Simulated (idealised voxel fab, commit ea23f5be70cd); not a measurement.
The process module that follows is named voxel spacer lines.
Cross-section cut spans 195 nm and uses square cells 5 nm in size.
Each cross-section below is a grid of square cells, stated as bands in top-down order, with one or more rows of cells making up each band. Basically the band line says how high the top is and how high the bottom is, in nm, and then what's in it from left to right, every material with its width in nm. Empty space shows up as "empty", and if a single material carries "everywhere" it runs the full band edge to edge. It should be noted that heights are counted from 0, beneath which the wafer as supplied is of one material throughout, and that the lowest band possesses no lower boundary but continues downward, as written in "0 down". Read "30..40" as a graded width: first number on top, second number at the bottom, same change between each pair of neighbouring rows. Key: "stayed the same" - step with no changed cell in the cross-section. Listed in "Entrapped voids": every empty space of 8 or more cells without an open way to the top. Form: width x height at distance, the distance being from the left edge, all in nm. Formally, on a step line, whatever follows the settings is a remark that the simulator itself makes on the step. Steps that use a mask can have "overlay nm" on their line. It says how far the mask sat to the right of where it was meant to be. Negative means to the left.
THE FOLLOWING LIST GIVES THE PLANNED PROCESS STEPS
| 1 | RECEIVE, material Si |
| 2 | CONFORMAL_DEP, material SiO2, thk nm 10 |
| 3 | DIRECTIONAL_DEP, material TiN, thk nm 15 |
| 4 | DIRECTIONAL_DEP, material aC, thk nm 30 |
| 5 | PATTERN, tone cover, mask id MANDREL, material resist, width nm 20, pitch nm 70, thk nm 35, overlay nm 0 |
| 6 | DIRECTIONAL_ETCH, etch materials aC, depth nm 30 |
| 7 | STRIP, etch materials resist |
| 8 | CONFORMAL_DEP, material SiN, thk nm 15 |
| 9 | DIRECTIONAL_ETCH, etch materials SiN, depth nm 15 |
| 10 | STRIP, etch materials aC |
| 11 | DIRECTIONAL_ETCH, etch materials TiN, depth nm 15 |
| 12 | STRIP, etch materials SiN |
THE CROSS-SECTION HERE SHOWS THE WAFER AS RECEIVED, I.E. IN ITS STATE AFTER STEP 1
    0 down: Si everywhere
    Entrapped voids: none
FIRST WAFER OF TWO, SECTIONED AT END OF MODULE; RUN WENT PER PLAN
    25 to 10: TiN 15 nm  empty 20 nm  TiN 15 nm  empty 20 nm  TiN 15 nm  empty 20 nm  TiN 15 nm  empty 20 nm  TiN 15 nm  empty 20 nm  TiN 15 nm  empty 5 nm
    10 to 0: SiO2 everywhere
    0 down: Si everywhere
    Entrapped voids: none
SECOND WAFER AT THE END: LIKE START, LIKE PLAN, ONE MISTAKE
    25 to 10: empty 15 nm  TiN 20 nm  empty 50 nm  TiN 20 nm  empty 50 nm  TiN 20 nm  empty 20 nm
    10 to 0: SiO2 everywhere
    0 down: Si everywhere
    Entrapped voids: none
Want to know what went wrong? contrary to plan, step 5 was performed as PATTERN, tone open, mask id MANDREL, material resist, width nm 20, pitch nm 70, thk nm 35, overlay nm 0
Wafer comparison, final, in cells, second relative to first, materials more or fewer: -18 TiN
